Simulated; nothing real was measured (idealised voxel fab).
process module | voxel air gaps
cross-section cut | 155 nm wide | cells 5 nm
A cross-section is a grid of square cells, given in bands from the top down. A band is one or more rows of cells.
Each band's line starts with the height of the band's top and of its bottom, in nm. Then come its materials from left to right, each with its width in nm. One material with "throughout" fills the band from edge to edge. "air" is empty space.
Height 0 is the level under which the wafer as received is all one material. The lowest band goes on downwards, as in "0 down".
A width such as "30 to 40" changes by the same amount from each row of cells to the next, from the band's top row to its bottom row.
"no change" after a step means that no cell of the cross-section changed.
closed voids: empty space of 8 cells or more with no open way to the top, each as width x height at its distance from the left edge, in nm
after a step's settings: what the simulator itself notes on the step
overlay nm, on a step with a mask: how far to the right of its planned place the mask lay; to the left if negative
plan
1 op RECEIVE | material Si
2 op CONFORMAL_DEP | material SiO2 | thk nm 10
3 op CONFORMAL_DEP | material SiN | thk nm 5
4 op DIRECTIONAL_DEP | material SiO2 | thk nm 30
5 op DIRECTIONAL_DEP | material aC | thk nm 10
6 op PATTERN | tone open | mask id LINES | material resist | width nm 20 | pitch nm 45 | thk nm 30 | overlay nm 0
7 op DIRECTIONAL_ETCH | etch materials aC | depth nm 10
8 op STRIP | etch materials resist
9 op DIRECTIONAL_ETCH | etch materials SiO2 | depth nm 30
10 op STRIP | etch materials aC
11 op CONFORMAL_DEP | material TiN | thk nm 5
12 op FILL_DEP | material Ru | thk nm 5
13 op CMP | height nm 45
14 op EPI | material Ru | thk nm 10
15 op SELECTIVE_ETCH | etch materials SiO2 | depth nm 40
16 op CONFORMAL_DEP | material SiCN | thk nm 5
as received, after step 1
  0 down: Si throughout
  closed voids: none
a wafer at the end: this start, this plan, one mistake
  55 to 45: air 10 | Ru 40 | air 5 | Ru 40 | air 5 | Ru 40 | air 15
  45 to 20: air 20 | TiN 5 | Ru 10 | TiN 5 | air 25 | TiN 5 | Ru 10 | TiN 5 | air 25 | TiN 5 | Ru 10 | TiN 5 | air 25
  20 to 15: air 20 | TiN 20 | air 25 | TiN 20 | air 25 | TiN 20 | air 25
  15 to 10: SiN throughout
  10 to 0: SiO2 throughout
  0 down: Si throughout
  closed voids: none
what went wrong: step 16 was left out
